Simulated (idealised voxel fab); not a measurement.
Process module name: voxel trench capacitor
285 nm wide, 5 nm square cells: that's cross-section cut.
For the purposes of this document, a cross-section shall be understood as a grid of square cells, specified as bands listed in top-to-bottom order, each band consisting of one or more rows of cells.
For a band, the entry starts with two heights in nm, that of the top and then that of the bottom, and carries on with the band's materials in order from left to right, each alongside its width in nm; the word "throughout" beside a single material means it fills the band edge to edge, and "empty" means empty space.
Heights from 0 (as-received wafer is one material below). Bottom band endless downward, as "0 -> down".
You'd read "30->40" like this: the band's top row of cells is as wide as the first number, its bottom row is as wide as the second, and going down, every row changes width by the same amount as the row before did.
"stayed the same" means the step left every cell of the cross-section as it was.
Entry "Closed voids list". Content: empty spaces with no open connection to the top, size 8 cells or greater. Each: width x height at distance. Distance: from left edge. Unit: nm.
Note: text after step settings on the step line = simulator remark on that step.
overlay nm: for a step with a mask, the amount by which the mask lay right of where it was planned; a negative amount means left of it.

# Here's what the planned process steps look like
1 RECEIVE, material Si
2 CONFORMAL_DEP, material SiN, thk nm 10
3 DIRECTIONAL_DEP, material aC, thk nm 10
4 PATTERN, tone open, mask id TRENCH, material resist, width nm 25, pitch nm 50, thk nm 30, overlay nm 0
5 DIRECTIONAL_ETCH, etch materials aC, depth nm 10
6 STRIP, etch materials resist
7 DIRECTIONAL_ETCH, etch materials SiN, depth nm 10
8 DIRECTIONAL_ETCH, etch materials Si, depth nm 30
9 STRIP, etch materials aC
10 CONFORMAL_DEP, material SiO2, thk nm 5
11 FILL_DEP, material polySi, thk nm 10
12 CMP, height nm 10

# First of two wafers - as planned

# Cross-section of the incoming wafer, state after step 1
0 -> down = Si throughout
Closed voids list: none

# Presented here is a cross-section of the wafer after step 2 has been performed
10 -> 0 = SiN throughout
Note: structure below 0 unchanged.

# Presented here is a cross-section of the wafer after step 3 has been performed
20 -> 10 = aC throughout
Note: structure below 10 unchanged.

# Presented here is a cross-section of the wafer after step 4 has been performed
50 -> 20 = resist=105  empty=25  resist=25  empty=25  resist=105
Note: structure below 20 unchanged.

# Presented here is a cross-section of the wafer after step 5 has been performed
40 -> 20 = resist=105  empty=25  resist=25  empty=25  resist=105
20 -> 10 = aC=105  empty=25  aC=25  empty=25  aC=105
Note: structure below 10 unchanged.

# Presented here is a cross-section of the wafer after step 6 has been performed
20 -> 10 = aC=105  empty=25  aC=25  empty=25  aC=105
Note: structure below 10 unchanged.

# Presented here is a cross-section of the wafer after step 7 has been performed
20 -> 10 = aC=105  empty=25  aC=25  empty=25  aC=105
10 -> 0 = SiN=105  empty=25  SiN=25  empty=25  SiN=105
Note: structure below 0 unchanged.

# Presented here is a cross-section of the wafer after step 8 has been performed
20 -> 10 = aC=105  empty=25  aC=25  empty=25  aC=105
10 -> 0 = SiN=105  empty=25  SiN=25  empty=25  SiN=105
0 -> -30 = Si=105  empty=25  Si=25  empty=25  Si=105
Note: structure below -30 unchanged.

# Presented here is a cross-section of the wafer after step 9 has been performed
10 -> 0 = SiN=105  empty=25  SiN=25  empty=25  SiN=105
Note: structure below 0 unchanged.

# Presented here is a cross-section of the wafer after step 10 has been performed
15 -> 10 = SiO2=110  empty=15  SiO2=35  empty=15  SiO2=110
10 -> 0 = SiN=105  SiO2=5  empty=15  SiO2=5  SiN=25  SiO2=5  empty=15  SiO2=5  SiN=105
0 -> -25 = Si=105  SiO2=5  empty=15  SiO2=5  Si=25  SiO2=5  empty=15  SiO2=5  Si=105
-25 -> -30 = Si=105  SiO2=25  Si=25  SiO2=25  Si=105
Note: structure below -30 unchanged.

# Presented here is a cross-section of the wafer after step 11 has been performed
25 -> 15 = polySi throughout
15 -> 10 = SiO2=110  polySi=15  SiO2=35  polySi=15  SiO2=110
10 -> 0 = SiN=105  SiO2=5  polySi=15  SiO2=5  SiN=25  SiO2=5  polySi=15  SiO2=5  SiN=105
0 -> -25 = Si=105  SiO2=5  polySi=15  SiO2=5  Si=25  SiO2=5  polySi=15  SiO2=5  Si=105
Note: structure below -25 unchanged.

# Presented here is a cross-section of the wafer after step 12 has been performed
10 -> 0 = SiN=105  SiO2=5  polySi=15  SiO2=5  SiN=25  SiO2=5  polySi=15  SiO2=5  SiN=105
Note: structure below 0 unchanged.

# Second wafer. Start and plan as for the first. One mistake made in running. Agrees with the first up to and including step 3

# At the planned end of step 4, the second wafer in cross-section
50 -> 20 = resist=110  empty=25  resist=25  empty=25  resist=100
Note: structure below 20 unchanged.

# At the planned end of step 5, the second wafer in cross-section
40 -> 20 = resist=110  empty=25  resist=25  empty=25  resist=100
20 -> 10 = aC=110  empty=25  aC=25  empty=25  aC=100
Note: structure below 10 unchanged.

# At the planned end of step 6, the second wafer in cross-section
20 -> 10 = aC=110  empty=25  aC=25  empty=25  aC=100
Note: structure below 10 unchanged.

# At the planned end of step 7, the second wafer in cross-section
20 -> 10 = aC=110  empty=25  aC=25  empty=25  aC=100
10 -> 0 = SiN=110  empty=25  SiN=25  empty=25  SiN=100
Note: structure below 0 unchanged.

# At the planned end of step 8, the second wafer in cross-section
20 -> 10 = aC=110  empty=25  aC=25  empty=25  aC=100
10 -> 0 = SiN=110  empty=25  SiN=25  empty=25  SiN=100
0 -> -30 = Si=110  empty=25  Si=25  empty=25  Si=100
Note: structure below -30 unchanged.

# At the planned end of step 9, the second wafer in cross-section
10 -> 0 = SiN=110  empty=25  SiN=25  empty=25  SiN=100
Note: structure below 0 unchanged.

# At the planned end of step 10, the second wafer in cross-section
15 -> 10 = SiO2=115  empty=15  SiO2=35  empty=15  SiO2=105
10 -> 0 = SiN=110  SiO2=5  empty=15  SiO2=5  SiN=25  SiO2=5  empty=15  SiO2=5  SiN=100
0 -> -25 = Si=110  SiO2=5  empty=15  SiO2=5  Si=25  SiO2=5  empty=15  SiO2=5  Si=100
-25 -> -30 = Si=110  SiO2=25  Si=25  SiO2=25  Si=100
Note: structure below -30 unchanged.

# At the planned end of step 11, the second wafer in cross-section
25 -> 15 = polySi throughout
15 -> 10 = SiO2=115  polySi=15  SiO2=35  polySi=15  SiO2=105
10 -> 0 = SiN=110  SiO2=5  polySi=15  SiO2=5  SiN=25  SiO2=5  polySi=15  SiO2=5  SiN=100
0 -> -25 = Si=110  SiO2=5  polySi=15  SiO2=5  Si=25  SiO2=5  polySi=15  SiO2=5  Si=100
Note: structure below -25 unchanged.

# At the planned end of step 12, the second wafer in cross-section
10 -> 0 = SiN=110  SiO2=5  polySi=15  SiO2=5  SiN=25  SiO2=5  polySi=15  SiO2=5  SiN=100
Note: structure below 0 unchanged.
Error vs. plan: step 4, actual vs plan mismatch, actual run PATTERN, tone open, mask id TRENCH, material resist, width nm 25, pitch nm 50, thk nm 30, overlay nm 5
At the close, every material occupies the same number of cells on the second wafer as on the first, only in different positions.
